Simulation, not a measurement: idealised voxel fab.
voxel wiring stack: a process module
Xsec cut, 185 nm wide, square cell size 5 nm.
Heads up, the way a cross-section reads in here is a grid of square cells, handed over as bands from the top down, with every band being one or more rows of cells.
Band: top and bottom heights (nm) first, top before bottom; then materials from left to right, widths in nm. "everywhere" marks a sole material filling the band edge to edge. "empty" denotes empty space.
Ref level 0: as-received wafer is one material below here. Bottom band extends down with no lower bound ("top 0, no bottom").
The notation "30 to 40" denotes a width that varies across the rows of cells in the band, beginning at the first number in the top row, finishing at the second number in the bottom row, and changing by an identical amount from each row to the next.
It should be understood that the words "nothing changed", when stated for a given step, signify that the cross-section underwent no change in any of its cells during that step.
"Closed void table" specifies each empty space that is not open to the top and that occupies no fewer than 8 cells, using the form width x height at distance, the distance measured from the left edge and all three quantities in nm.
It should be noted that, on the line of a given step, the content following the step's settings is a remark produced by the simulator itself with respect to that step.
A step's line can hold "overlay nm"; with a mask on that step, the setting says how far right of the planned place the mask lay, while a negative setting says it lay to the left.
Read each pair as before and after one process step. The after cross-section shows only down to the lowest band that changed. The step between them and its settings are given below the pair. Pairs can come from different runs of this module on the same starting wafer. A pair continues from the pair above only where its "State on entry" entry says so.

-- State on entry
	top 0, no bottom  Si everywhere
	Closed void table: none

-- Post-Process View
	top 15, bottom 0  SiO2 everywhere
	Below 0, no change.
	Closed void table: none
Going from the before section above to the after section, the step was CONFORMAL_DEP [material SiO2] [thk nm 15]

State on entry: this step begins from the cross-section that the pair just above shows after its step.

-- Post-Process View
	top 20, bottom 15  SiN everywhere
	Below 15, no change.
	Closed void table: none
Going from the before section above to the after section, the step was CONFORMAL_DEP [material SiN] [thk nm 5]

State on entry: this step begins from the cross-section that the pair just above shows after its step.

-- Post-Process View
	top 40, bottom 20  lowk everywhere
	Below 20, no change.
	Closed void table: none
Going from the before section above to the after section, the step was DIRECTIONAL_DEP [material lowk] [thk nm 20]

State on entry: this step begins from the cross-section that the pair just above shows after its step.

-- Post-Process View
	top 60, bottom 40  resist 35 nm, empty 20 nm, resist 25 nm, empty 20 nm, resist 25 nm, empty 20 nm, resist 40 nm
	Below 40, no change.
	Closed void table: none
Going from the before section above to the after section, the step was PATTERN [tone open] [mask id METAL_1] [material resist] [width nm 20] [pitch nm 45] [thk nm 20] [overlay nm 0]

State on entry: this step begins from the cross-section that the pair just above shows after its step.

-- Post-Process View
	top 60, bottom 40  resist 35 nm, empty 20 nm, resist 25 nm, empty 20 nm, resist 25 nm, empty 20 nm, resist 40 nm
	top 40, bottom 20  lowk 35 nm, empty 20 nm, lowk 25 nm, empty 20 nm, lowk 25 nm, empty 20 nm, lowk 40 nm
	Below 20, no change.
	Closed void table: none
Going from the before section above to the after section, the step was DIRECTIONAL_ETCH [etch materials lowk] [depth nm 20]

State on entry: this step begins from the cross-section that the pair just above shows after its step.

-- Post-Process View
	top 60, bottom 40  resist 35 nm, empty 20 nm, resist 25 nm, empty 20 nm, resist 25 nm, empty 20 nm, resist 40 nm
	top 40, bottom 20  lowk 35 nm, empty 20 nm, lowk 25 nm, empty 20 nm, lowk 25 nm, empty 20 nm, lowk 40 nm
	top 20, bottom 15  SiN 35 nm, empty 20 nm, SiN 25 nm, empty 20 nm, SiN 25 nm, empty 20 nm, SiN 40 nm
	Below 15, no change.
	Closed void table: none
Going from the before section above to the after section, the step was DIRECTIONAL_ETCH [etch materials SiN] [depth nm 5]

State on entry: this step begins from the cross-section that the pair just above shows after its step.

-- Post-Process View
	top 40, bottom 20  lowk 35 nm, empty 20 nm, lowk 25 nm, empty 20 nm, lowk 25 nm, empty 20 nm, lowk 40 nm
	Below 20, no change.
	Closed void table: none
Going from the before section above to the after section, the step was STRIP [etch materials resist]

State on entry: this step begins from the cross-section that the pair just above shows after its step.

-- Post-Process View
	top 45, bottom 40  TiN 40 nm, empty 10 nm, TiN 35 nm, empty 10 nm, TiN 35 nm, empty 10 nm, TiN 45 nm
	top 40, bottom 20  lowk 35 nm, TiN 5 nm, empty 10 nm, TiN 5 nm, lowk 25 nm, TiN 5 nm, empty 10 nm, TiN 5 nm, lowk 25 nm, TiN 5 nm, empty 10 nm, TiN 5 nm, lowk 40 nm
	top 20, bottom 15  SiN 35 nm, TiN 20 nm, SiN 25 nm, TiN 20 nm, SiN 25 nm, TiN 20 nm, SiN 40 nm
	Below 15, no change.
	Closed void table: none
Going from the before section above to the after section, the step was CONFORMAL_DEP [material TiN] [thk nm 5]

State on entry: this step begins from the cross-section that the pair just above shows after its step.

-- Post-Process View
	top 55, bottom 45  Cu everywhere
	top 45, bottom 40  TiN 40 nm, Cu 10 nm, TiN 35 nm, Cu 10 nm, TiN 35 nm, Cu 10 nm, TiN 45 nm
	top 40, bottom 20  lowk 35 nm, TiN 5 nm, Cu 10 nm, TiN 5 nm, lowk 25 nm, TiN 5 nm, Cu 10 nm, TiN 5 nm, lowk 25 nm, TiN 5 nm, Cu 10 nm, TiN 5 nm, lowk 40 nm
	Below 20, no change.
	Closed void table: none
Going from the before section above to the after section, the step was FILL_DEP [material Cu] [thk nm 10]

State on entry: this step begins from the cross-section that the pair just above shows after its step.

-- Post-Process View
	top 40, bottom 20  lowk 35 nm, TiN 5 nm, Cu 10 nm, TiN 5 nm, lowk 25 nm, TiN 5 nm, Cu 10 nm, TiN 5 nm, lowk 25 nm, TiN 5 nm, Cu 10 nm, TiN 5 nm, lowk 40 nm
	Below 20, no change.
	Closed void table: none
Going from the before section above to the after section, the step was CMP [height nm 40]

State on entry: this step begins from the cross-section that the pair just above shows after its step.

-- Post-Process View
	top 45, bottom 40  empty 30 nm, Ru 30 nm, empty 15 nm, Ru 30 nm, empty 15 nm, Ru 30 nm, empty 35 nm
	Below 40, no change.
	Closed void table: none
Going from the before section above to the after section, the step was EPI [material Ru] [thk nm 5]

State on entry: this step begins from the cross-section that the pair just above shows after its step.

-- Post-Process View
	top 50, bottom 45  SiCN everywhere
	top 45, bottom 40  SiCN 30 nm, Ru 30 nm, SiCN 15 nm, Ru 30 nm, SiCN 15 nm, Ru 30 nm, SiCN 35 nm
	Below 40, no change.
	Closed void table: none
Going from the before section above to the after section, the step was FILL_DEP [material SiCN] [thk nm 5]

State on entry: this step begins from the cross-section that the pair just above shows after its step.

-- Post-Process View
	top 70, bottom 50  lowk everywhere
	Below 50, no change.
	Closed void table: none
Going from the before section above to the after section, the step was DIRECTIONAL_DEP [material lowk] [thk nm 20]

State on entry: this step begins from the cross-section that the pair just above shows after its step.

-- Post-Process View
	top 70, bottom 50  lowk 35 nm, empty 15 nm, lowk 75 nm, empty 15 nm, lowk 45 nm
	Below 50, no change.
	Closed void table: none
Going from the before section above to the after section, the step was MASKED_ETCH [tone open] [mask id PLUG_1] [width nm 15] [pitch nm 90] [etch materials lowk] [depth nm 20] [overlay nm 0]

State on entry: this step begins from the cross-section that the pair just above shows after its step.

-- Post-Process View
	top 70, bottom 50  lowk 35 nm, empty 15 nm, lowk 75 nm, empty 15 nm, lowk 45 nm
	top 50, bottom 45  SiCN 35 nm, empty 15 nm, SiCN 75 nm, empty 15 nm, SiCN 45 nm
	Below 45, no change.
	Closed void table: none
Going from the before section above to the after section, the step was MASKED_ETCH [tone open] [mask id PLUG_1] [width nm 15] [pitch nm 90] [etch materials SiCN] [depth nm 5] [overlay nm 0]

State on entry: this step begins from the cross-section that the pair just above shows after its step.

-- Post-Process View
	top 75, bottom 70  TiN 40 nm, empty 5 nm, TiN 85 nm, empty 5 nm, TiN 50 nm
	top 70, bottom 50  lowk 35 nm, TiN 5 nm, empty 5 nm, TiN 5 nm, lowk 75 nm, TiN 5 nm, empty 5 nm, TiN 5 nm, lowk 45 nm
	top 50, bottom 45  SiCN 35 nm, TiN 15 nm, SiCN 75 nm, TiN 15 nm, SiCN 45 nm
	Below 45, no change.
	Closed void table: none
Going from the before section above to the after section, the step was CONFORMAL_DEP [material TiN] [thk nm 5]

State on entry: this step begins from the cross-section that the pair just above shows after its step.

-- Post-Process View
	top 80, bottom 75  W everywhere
	top 75, bottom 70  TiN 40 nm, W 5 nm, TiN 85 nm, W 5 nm, TiN 50 nm
	top 70, bottom 50  lowk 35 nm, TiN 5 nm, W 5 nm, TiN 5 nm, lowk 75 nm, TiN 5 nm, W 5 nm, TiN 5 nm, lowk 45 nm
	Below 50, no change.
	Closed void table: none
Going from the before section above to the after section, the step was FILL_DEP [material W] [thk nm 5]

State on entry: this step begins from the cross-section that the pair just above shows after its step.

-- Post-Process View
	top 70, bottom 50  lowk 35 nm, TiN 5 nm, W 5 nm, TiN 5 nm, lowk 75 nm, TiN 5 nm, W 5 nm, TiN 5 nm, lowk 45 nm
	Below 50, no change.
	Closed void table: none
Going from the before section above to the after section, the step was CMP [height nm 70]

State on entry: this step begins from the cross-section that the pair just above shows after its step.

-- Post-Process View
	top 75, bottom 70  TiN everywhere
	Below 70, no change.
	Closed void table: none
Going from the before section above to the after section, the step was DIRECTIONAL_DEP [material TiN] [thk nm 5]

State on entry: this step begins from the cross-section that the pair just above shows after its step.

-- Post-Process View
	top 100, bottom 75  Ru everywhere
	Below 75, no change.
	Closed void table: none
Going from the before section above to the after section, the step was DIRECTIONAL_DEP [material Ru] [thk nm 25]

State on entry: this step begins from the cross-section that the pair just above shows after its step.

-- Post-Process View
	top 110, bottom 100  aC everywhere
	Below 100, no change.
	Closed void table: none
Going from the before section above to the after section, the step was DIRECTIONAL_DEP [material aC] [thk nm 10]

State on entry: this step begins from the cross-section that the pair just above shows after its step.

-- Post-Process View
	top 140, bottom 110  empty 35 nm, resist 20 nm, empty 25 nm, resist 20 nm, empty 25 nm, resist 20 nm, empty 40 nm
	Below 110, no change.
	Closed void table: none
Going from the before section above to the after section, the step was PATTERN [tone cover] [mask id METAL_2] [material resist] [width nm 20] [pitch nm 45] [thk nm 30] [overlay nm 0]

State on entry: this step begins from the cross-section that the pair just above shows after its step.

-- Post-Process View
	top 130, bottom 110  empty 35 nm, resist 20 nm, empty 25 nm, resist 20 nm, empty 25 nm, resist 20 nm, empty 40 nm
	top 110, bottom 100  empty 35 nm, aC 20 nm, empty 25 nm, aC 20 nm, empty 25 nm, aC 20 nm, empty 40 nm
	Below 100, no change.
	Closed void table: none
Going from the before section above to the after section, the step was DIRECTIONAL_ETCH [etch materials aC] [depth nm 10]

State on entry: this step begins from the cross-section that the pair just above shows after its step.

-- Post-Process View
	top 110, bottom 100  empty 35 nm, aC 20 nm, empty 25 nm, aC 20 nm, empty 25 nm, aC 20 nm, empty 40 nm
	Below 100, no change.
	Closed void table: none
Going from the before section above to the after section, the step was STRIP [etch materials resist]

State on entry: this step begins from the cross-section that the pair just above shows after its step.

-- Post-Process View
	top 110, bottom 100  empty 35 nm, aC 20 nm, empty 25 nm, aC 20 nm, empty 25 nm, aC 20 nm, empty 40 nm
	top 100, bottom 75  empty 35 nm, Ru 20 nm, empty 25 nm, Ru 20 nm, empty 25 nm, Ru 20 nm, empty 40 nm
	Below 75, no change.
	Closed void table: none
Going from the before section above to the after section, the step was DIRECTIONAL_ETCH [etch materials Ru] [depth nm 25]

State on entry: this step begins from the cross-section that the pair just above shows after its step.

-- Post-Process View
	top 110, bottom 100  empty 35 nm, aC 20 nm, empty 25 nm, aC 20 nm, empty 25 nm, aC 20 nm, empty 40 nm
	top 100, bottom 75  empty 35 nm, Ru 20 nm, empty 25 nm, Ru 20 nm, empty 25 nm, Ru 20 nm, empty 40 nm
	top 75, bottom 70  empty 35 nm, TiN 20 nm, empty 25 nm, TiN 20 nm, empty 25 nm, TiN 20 nm, empty 40 nm
	Below 70, no change.
	Closed void table: none
Going from the before section above to the after section, the step was DIRECTIONAL_ETCH [etch materials TiN] [depth nm 5]

State on entry: this step begins from the cross-section that the pair just above shows after its step.

-- Post-Process View
	top 100, bottom 75  empty 35 nm, Ru 20 nm, empty 25 nm, Ru 20 nm, empty 25 nm, Ru 20 nm, empty 40 nm
	Below 75, no change.
	Closed void table: none
Going from the before section above to the after section, the step was STRIP [etch materials aC]

State on entry: this step begins from the cross-section that the pair just above shows after its step.

-- Post-Process View
	top 110, bottom 100  SiO2 everywhere
	top 100, bottom 75  SiO2 35 nm, Ru 20 nm, SiO2 25 nm, Ru 20 nm, SiO2 25 nm, Ru 20 nm, SiO2 40 nm
	top 75, bottom 70  SiO2 35 nm, TiN 20 nm, SiO2 25 nm, TiN 20 nm, SiO2 25 nm, TiN 20 nm, SiO2 40 nm
	Below 70, no change.
	Closed void table: none
Going from the before section above to the after section, the step was FILL_DEP [material SiO2] [thk nm 10]

State on entry: this step begins from the cross-section that the pair just above shows after its step.

-- Post-Process View
	top 100, bottom 75  SiO2 35 nm, Ru 20 nm, SiO2 25 nm, Ru 20 nm, SiO2 25 nm, Ru 20 nm, SiO2 40 nm
	Below 75, no change.
	Closed void table: none
Going from the before section above to the after section, the step was CMP [height nm 100]

State on entry: this step begins from the cross-section that the pair just above shows after its step.

-- Post-Process View
	top 105, bottom 100  SiCN everywhere
	Below 100, no change.
	Closed void table: none
Going from the before section above to the after section, the step was CONFORMAL_DEP [material SiCN] [thk nm 5]

-- State on entry
	top 45, bottom 40  empty 30 nm, Ru 30 nm, empty 15 nm, Ru 30 nm, empty 15 nm, Ru 30 nm, empty 35 nm
	top 40, bottom 20  lowk 35 nm, TiN 5 nm, Cu 10 nm, TiN 5 nm, lowk 25 nm, TiN 5 nm, Cu 10 nm, TiN 5 nm, lowk 25 nm, TiN 5 nm, Cu 10 nm, TiN 5 nm, lowk 40 nm
	top 20, bottom 15  SiN 35 nm, TiN 20 nm, SiN 25 nm, TiN 20 nm, SiN 25 nm, TiN 20 nm, SiN 40 nm
	top 15, bottom 0  SiO2 everywhere
	top 0, no bottom  Si everywhere
	Closed void table: none

-- Post-Process View
	top 65, bottom 60  empty 30 nm, lowk 30 nm, empty 15 nm, lowk 30 nm, empty 15 nm, lowk 30 nm, empty 35 nm
	top 60, bottom 45  lowk everywhere
	top 45, bottom 40  lowk 30 nm, Ru 30 nm, lowk 15 nm, Ru 30 nm, lowk 15 nm, Ru 30 nm, lowk 35 nm
	Below 40, no change.
	Closed void table: none
Going from the before section above to the after section, the step was DIRECTIONAL_DEP [material lowk] [thk nm 20]

State on entry: this step begins from the cross-section that the pair just above shows after its step.

-- Post-Process View
	top 65, bottom 60  empty 30 nm, lowk 5 nm, empty 15 nm, lowk 10 nm, empty 15 nm, lowk 30 nm, empty 15 nm, lowk 5 nm, empty 15 nm, lowk 10 nm, empty 35 nm
	top 60, bottom 45  lowk 35 nm, empty 15 nm, lowk 75 nm, empty 15 nm, lowk 45 nm
	Below 45, no change.
	Closed void table: none
Going from the before section above to the after section, the step was MASKED_ETCH [tone open] [mask id PLUG_1] [width nm 15] [pitch nm 90] [etch materials lowk] [depth nm 20] [overlay nm 0]

State on entry: this step begins from the cross-section that the pair just above shows after its step.

-- Post-Process View
	top 70, bottom 65  empty 25 nm, TiN 15 nm, empty 5 nm, TiN 20 nm, empty 5 nm, TiN 40 nm, empty 5 nm, TiN 15 nm, empty 5 nm, TiN 20 nm, empty 30 nm
	top 65, bottom 60  TiN 30 nm, lowk 5 nm, TiN 5 nm, empty 5 nm, TiN 5 nm, lowk 10 nm, TiN 15 nm, lowk 30 nm, TiN 15 nm, lowk 5 nm, TiN 5 nm, empty 5 nm, TiN 5 nm, lowk 10 nm, TiN 35 nm
	top 60, bottom 50  lowk 35 nm, TiN 5 nm, empty 5 nm, TiN 5 nm, lowk 75 nm, TiN 5 nm, empty 5 nm, TiN 5 nm, lowk 45 nm
	top 50, bottom 45  lowk 35 nm, TiN 15 nm, lowk 75 nm, TiN 15 nm, lowk 45 nm
	Below 45, no change.
	Closed void table: none
Going from the before section above to the after section, the step was CONFORMAL_DEP [material TiN] [thk nm 5]

State on entry: this step begins from the cross-section that the pair just above shows after its step.

-- Post-Process View
	top 75, bottom 70  W everywhere
	top 70, bottom 65  W 25 nm, TiN 15 nm, W 5 nm, TiN 20 nm, W 5 nm, TiN 40 nm, W 5 nm, TiN 15 nm, W 5 nm, TiN 20 nm, W 30 nm
	top 65, bottom 60  TiN 30 nm, lowk 5 nm, TiN 5 nm, W 5 nm, TiN 5 nm, lowk 10 nm, TiN 15 nm, lowk 30 nm, TiN 15 nm, lowk 5 nm, TiN 5 nm, W 5 nm, TiN 5 nm, lowk 10 nm, TiN 35 nm
	top 60, bottom 50  lowk 35 nm, TiN 5 nm, W 5 nm, TiN 5 nm, lowk 75 nm, TiN 5 nm, W 5 nm, TiN 5 nm, lowk 45 nm
	Below 50, no change.
	Closed void table: none
Going from the before section above to the after section, the step was FILL_DEP [material W] [thk nm 5]

State on entry: this step begins from the cross-section that the pair just above shows after its step.

-- Post-Process View
	top 70, bottom 65  W 25 nm, TiN 15 nm, W 5 nm, TiN 20 nm, W 5 nm, TiN 40 nm, W 5 nm, TiN 15 nm, W 5 nm, TiN 20 nm, W 30 nm
	Below 65, no change.
	Closed void table: none
Going from the before section above to the after section, the step was CMP [height nm 70]

State on entry: this step begins from the cross-section that the pair just above shows after its step.

-- Post-Process View
	top 75, bottom 70  TiN everywhere
	Below 70, no change.
	Closed void table: none
Going from the before section above to the after section, the step was DIRECTIONAL_DEP [material TiN] [thk nm 5]

State on entry: this step begins from the cross-section that the pair just above shows after its step.

-- Post-Process View
	top 100, bottom 75  Ru everywhere
	Below 75, no change.
	Closed void table: none
Going from the before section above to the after section, the step was DIRECTIONAL_DEP [material Ru] [thk nm 25]

State on entry: this step begins from the cross-section that the pair just above shows after its step.

-- Post-Process View
	top 110, bottom 100  aC everywhere
	Below 100, no change.
	Closed void table: none
Going from the before section above to the after section, the step was DIRECTIONAL_DEP [material aC] [thk nm 10]

State on entry: this step begins from the cross-section that the pair just above shows after its step.

-- Post-Process View
	top 140, bottom 110  empty 35 nm, resist 20 nm, empty 25 nm, resist 20 nm, empty 25 nm, resist 20 nm, empty 40 nm
	Below 110, no change.
	Closed void table: none
Going from the before section above to the after section, the step was PATTERN [tone cover] [mask id METAL_2] [material resist] [width nm 20] [pitch nm 45] [thk nm 30] [overlay nm 0]

State on entry: this step begins from the cross-section that the pair just above shows after its step.

-- Post-Process View
	top 130, bottom 110  empty 35 nm, resist 20 nm, empty 25 nm, resist 20 nm, empty 25 nm, resist 20 nm, empty 40 nm
	top 110, bottom 100  empty 35 nm, aC 20 nm, empty 25 nm, aC 20 nm, empty 25 nm, aC 20 nm, empty 40 nm
	Below 100, no change.
	Closed void table: none
Going from the before section above to the after section, the step was DIRECTIONAL_ETCH [etch materials aC] [depth nm 10]

State on entry: this step begins from the cross-section that the pair just above shows after its step.

-- Post-Process View
	top 110, bottom 100  empty 35 nm, aC 20 nm, empty 25 nm, aC 20 nm, empty 25 nm, aC 20 nm, empty 40 nm
	Below 100, no change.
	Closed void table: none
Going from the before section above to the after section, the step was STRIP [etch materials resist]

State on entry: this step begins from the cross-section that the pair just above shows after its step.

-- Post-Process View
	top 110, bottom 100  empty 35 nm, aC 20 nm, empty 25 nm, aC 20 nm, empty 25 nm, aC 20 nm, empty 40 nm
	top 100, bottom 75  empty 35 nm, Ru 20 nm, empty 25 nm, Ru 20 nm, empty 25 nm, Ru 20 nm, empty 40 nm
	Below 75, no change.
	Closed void table: none
Going from the before section above to the after section, the step was DIRECTIONAL_ETCH [etch materials Ru] [depth nm 25]

State on entry: this step begins from the cross-section that the pair just above shows after its step.

-- Post-Process View
	top 110, bottom 100  empty 35 nm, aC 20 nm, empty 25 nm, aC 20 nm, empty 25 nm, aC 20 nm, empty 40 nm
	top 100, bottom 75  empty 35 nm, Ru 20 nm, empty 25 nm, Ru 20 nm, empty 25 nm, Ru 20 nm, empty 40 nm
	top 75, bottom 70  empty 35 nm, TiN 20 nm, empty 25 nm, TiN 20 nm, empty 25 nm, TiN 20 nm, empty 40 nm
	Below 70, no change.
	Closed void table: none
Going from the before section above to the after section, the step was DIRECTIONAL_ETCH [etch materials TiN] [depth nm 5]

State on entry: this step begins from the cross-section that the pair just above shows after its step.

-- Post-Process View
	top 100, bottom 75  empty 35 nm, Ru 20 nm, empty 25 nm, Ru 20 nm, empty 25 nm, Ru 20 nm, empty 40 nm
	Below 75, no change.
	Closed void table: none
Going from the before section above to the after section, the step was STRIP [etch materials aC]

State on entry: this step begins from the cross-section that the pair just above shows after its step.

-- Post-Process View
	top 110, bottom 100  SiO2 everywhere
	top 100, bottom 75  SiO2 35 nm, Ru 20 nm, SiO2 25 nm, Ru 20 nm, SiO2 25 nm, Ru 20 nm, SiO2 40 nm
	top 75, bottom 70  SiO2 35 nm, TiN 20 nm, SiO2 25 nm, TiN 20 nm, SiO2 25 nm, TiN 20 nm, SiO2 40 nm
	Below 70, no change.
	Closed void table: none
Going from the before section above to the after section, the step was FILL_DEP [material SiO2] [thk nm 10]

State on entry: this step begins from the cross-section that the pair just above shows after its step.

-- Post-Process View
	top 100, bottom 75  SiO2 35 nm, Ru 20 nm, SiO2 25 nm, Ru 20 nm, SiO2 25 nm, Ru 20 nm, SiO2 40 nm
	Below 75, no change.
	Closed void table: none
Going from the before section above to the after section, the step was CMP [height nm 100]

State on entry: this step begins from the cross-section that the pair just above shows after its step.

-- Post-Process View
	top 105, bottom 100  SiCN everywhere
	Below 100, no change.
	Closed void table: none
Going from the before section above to the after section, the step was CONFORMAL_DEP [material SiCN] [thk nm 5]

-- State on entry
	top 15, bottom 0  SiO2 everywhere
	top 0, no bottom  Si everywhere
	Closed void table: none

-- Post-Process View
	top 30, bottom 0  SiO2 everywhere
	Below 0, no change.
	Closed void table: none
Going from the before section above to the after section, the step was CONFORMAL_DEP [material SiO2] [thk nm 15]

State on entry: this step begins from the cross-section that the pair just above shows after its step.

-- Post-Process View
	top 35, bottom 30  SiN everywhere
	Below 30, no change.
	Closed void table: none
Going from the before section above to the after section, the step was CONFORMAL_DEP [material SiN] [thk nm 5]

State on entry: this step begins from the cross-section that the pair just above shows after its step.

-- Post-Process View
	top 55, bottom 35  lowk everywhere
	Below 35, no change.
	Closed void table: none
Going from the before section above to the after section, the step was DIRECTIONAL_DEP [material lowk] [thk nm 20]

State on entry: this step begins from the cross-section that the pair just above shows after its step.

-- Post-Process View
	top 75, bottom 55  resist 35 nm, empty 20 nm, resist 25 nm, empty 20 nm, resist 25 nm, empty 20 nm, resist 40 nm
	Below 55, no change.
	Closed void table: none
Going from the before section above to the after section, the step was PATTERN [tone open] [mask id METAL_1] [material resist] [width nm 20] [pitch nm 45] [thk nm 20] [overlay nm 0]

State on entry: this step begins from the cross-section that the pair just above shows after its step.

-- Post-Process View
	top 75, bottom 55  resist 35 nm, empty 20 nm, resist 25 nm, empty 20 nm, resist 25 nm, empty 20 nm, resist 40 nm
	top 55, bottom 35  lowk 35 nm, empty 20 nm, lowk 25 nm, empty 20 nm, lowk 25 nm, empty 20 nm, lowk 40 nm
	Below 35, no change.
	Closed void table: none
Going from the before section above to the after section, the step was DIRECTIONAL_ETCH [etch materials lowk] [depth nm 20]

State on entry: this step begins from the cross-section that the pair just above shows after its step.

-- Post-Process View
	top 75, bottom 55  resist 35 nm, empty 20 nm, resist 25 nm, empty 20 nm, resist 25 nm, empty 20 nm, resist 40 nm
	top 55, bottom 35  lowk 35 nm, empty 20 nm, lowk 25 nm, empty 20 nm, lowk 25 nm, empty 20 nm, lowk 40 nm
	top 35, bottom 30  SiN 35 nm, empty 20 nm, SiN 25 nm, empty 20 nm, SiN 25 nm, empty 20 nm, SiN 40 nm
	Below 30, no change.
	Closed void table: none
Going from the before section above to the after section, the step was DIRECTIONAL_ETCH [etch materials SiN] [depth nm 5]

State on entry: this step begins from the cross-section that the pair just above shows after its step.

-- Post-Process View
	top 55, bottom 35  lowk 35 nm, empty 20 nm, lowk 25 nm, empty 20 nm, lowk 25 nm, empty 20 nm, lowk 40 nm
	Below 35, no change.
	Closed void table: none
Going from the before section above to the after section, the step was STRIP [etch materials resist]

State on entry: this step begins from the cross-section that the pair just above shows after its step.

-- Post-Process View
	top 60, bottom 55  TiN 40 nm, empty 10 nm, TiN 35 nm, empty 10 nm, TiN 35 nm, empty 10 nm, TiN 45 nm
	top 55, bottom 35  lowk 35 nm, TiN 5 nm, empty 10 nm, TiN 5 nm, lowk 25 nm, TiN 5 nm, empty 10 nm, TiN 5 nm, lowk 25 nm, TiN 5 nm, empty 10 nm, TiN 5 nm, lowk 40 nm
	top 35, bottom 30  SiN 35 nm, TiN 20 nm, SiN 25 nm, TiN 20 nm, SiN 25 nm, TiN 20 nm, SiN 40 nm
	Below 30, no change.
	Closed void table: none
Going from the before section above to the after section, the step was CONFORMAL_DEP [material TiN] [thk nm 5]

State on entry: this step begins from the cross-section that the pair just above shows after its step.

-- Post-Process View
	top 70, bottom 60  Cu everywhere
	top 60, bottom 55  TiN 40 nm, Cu 10 nm, TiN 35 nm, Cu 10 nm, TiN 35 nm, Cu 10 nm, TiN 45 nm
	top 55, bottom 35  lowk 35 nm, TiN 5 nm, Cu 10 nm, TiN 5 nm, lowk 25 nm, TiN 5 nm, Cu 10 nm, TiN 5 nm, lowk 25 nm, TiN 5 nm, Cu 10 nm, TiN 5 nm, lowk 40 nm
	Below 35, no change.
	Closed void table: none
Going from the before section above to the after section, the step was FILL_DEP [material Cu] [thk nm 10]

State on entry: this step begins from the cross-section that the pair just above shows after its step.

-- Post-Process View
	top 40, bottom 35  lowk 35 nm, TiN 5 nm, Cu 10 nm, TiN 5 nm, lowk 25 nm, TiN 5 nm, Cu 10 nm, TiN 5 nm, lowk 25 nm, TiN 5 nm, Cu 10 nm, TiN 5 nm, lowk 40 nm
	Below 35, no change.
	Closed void table: none
Going from the before section above to the after section, the step was CMP [height nm 40]

State on entry: this step begins from the cross-section that the pair just above shows after its step.

-- Post-Process View
	top 45, bottom 40  empty 30 nm, Ru 30 nm, empty 15 nm, Ru 30 nm, empty 15 nm, Ru 30 nm, empty 35 nm
	Below 40, no change.
	Closed void table: none
Going from the before section above to the after section, the step was EPI [material Ru] [thk nm 5]

State on entry: this step begins from the cross-section that the pair just above shows after its step.

-- Post-Process View
	top 50, bottom 45  SiCN everywhere
	top 45, bottom 40  SiCN 30 nm, Ru 30 nm, SiCN 15 nm, Ru 30 nm, SiCN 15 nm, Ru 30 nm, SiCN 35 nm
	Below 40, no change.
	Closed void table: none
Going from the before section above to the after section, the step was FILL_DEP [material SiCN] [thk nm 5]

State on entry: this step begins from the cross-section that the pair just above shows after its step.

-- Post-Process View
	top 70, bottom 50  lowk everywhere
	Below 50, no change.
	Closed void table: none
Going from the before section above to the after section, the step was DIRECTIONAL_DEP [material lowk] [thk nm 20]

State on entry: this step begins from the cross-section that the pair just above shows after its step.

-- Post-Process View
	top 70, bottom 50  lowk 35 nm, empty 15 nm, lowk 75 nm, empty 15 nm, lowk 45 nm
	Below 50, no change.
	Closed void table: none
Going from the before section above to the after section, the step was MASKED_ETCH [tone open] [mask id PLUG_1] [width nm 15] [pitch nm 90] [etch materials lowk] [depth nm 20] [overlay nm 0]

State on entry: this step begins from the cross-section that the pair just above shows after its step.

-- Post-Process View
	top 70, bottom 50  lowk 35 nm, empty 15 nm, lowk 75 nm, empty 15 nm, lowk 45 nm
	top 50, bottom 45  SiCN 35 nm, empty 15 nm, SiCN 75 nm, empty 15 nm, SiCN 45 nm
	Below 45, no change.
	Closed void table: none
Going from the before section above to the after section, the step was MASKED_ETCH [tone open] [mask id PLUG_1] [width nm 15] [pitch nm 90] [etch materials SiCN] [depth nm 5] [overlay nm 0]

State on entry: this step begins from the cross-section that the pair just above shows after its step.

-- Post-Process View
	top 75, bottom 70  TiN 40 nm, empty 5 nm, TiN 85 nm, empty 5 nm, TiN 50 nm
	top 70, bottom 50  lowk 35 nm, TiN 5 nm, empty 5 nm, TiN 5 nm, lowk 75 nm, TiN 5 nm, empty 5 nm, TiN 5 nm, lowk 45 nm
	top 50, bottom 45  SiCN 35 nm, TiN 15 nm, SiCN 75 nm, TiN 15 nm, SiCN 45 nm
	Below 45, no change.
	Closed void table: none
Going from the before section above to the after section, the step was CONFORMAL_DEP [material TiN] [thk nm 5]

State on entry: this step begins from the cross-section that the pair just above shows after its step.

-- Post-Process View
	top 80, bottom 75  W everywhere
	top 75, bottom 70  TiN 40 nm, W 5 nm, TiN 85 nm, W 5 nm, TiN 50 nm
	top 70, bottom 50  lowk 35 nm, TiN 5 nm, W 5 nm, TiN 5 nm, lowk 75 nm, TiN 5 nm, W 5 nm, TiN 5 nm, lowk 45 nm
	Below 50, no change.
	Closed void table: none
Going from the before section above to the after section, the step was FILL_DEP [material W] [thk nm 5]

State on entry: this step begins from the cross-section that the pair just above shows after its step.

-- Post-Process View
	top 70, bottom 50  lowk 35 nm, TiN 5 nm, W 5 nm, TiN 5 nm, lowk 75 nm, TiN 5 nm, W 5 nm, TiN 5 nm, lowk 45 nm
	Below 50, no change.
	Closed void table: none
Going from the before section above to the after section, the step was CMP [height nm 70]

State on entry: this step begins from the cross-section that the pair just above shows after its step.

-- Post-Process View
	top 75, bottom 70  TiN everywhere
	Below 70, no change.
	Closed void table: none
Going from the before section above to the after section, the step was DIRECTIONAL_DEP [material TiN] [thk nm 5]

State on entry: this step begins from the cross-section that the pair just above shows after its step.

-- Post-Process View
	top 100, bottom 75  Ru everywhere
	Below 75, no change.
	Closed void table: none
Going from the before section above to the after section, the step was DIRECTIONAL_DEP [material Ru] [thk nm 25]

State on entry: this step begins from the cross-section that the pair just above shows after its step.

-- Post-Process View
	top 110, bottom 100  aC everywhere
	Below 100, no change.
	Closed void table: none
Going from the before section above to the after section, the step was DIRECTIONAL_DEP [material aC] [thk nm 10]

State on entry: this step begins from the cross-section that the pair just above shows after its step.

-- Post-Process View
	top 140, bottom 110  empty 35 nm, resist 20 nm, empty 25 nm, resist 20 nm, empty 25 nm, resist 20 nm, empty 40 nm
	Below 110, no change.
	Closed void table: none
Going from the before section above to the after section, the step was PATTERN [tone cover] [mask id METAL_2] [material resist] [width nm 20] [pitch nm 45] [thk nm 30] [overlay nm 0]
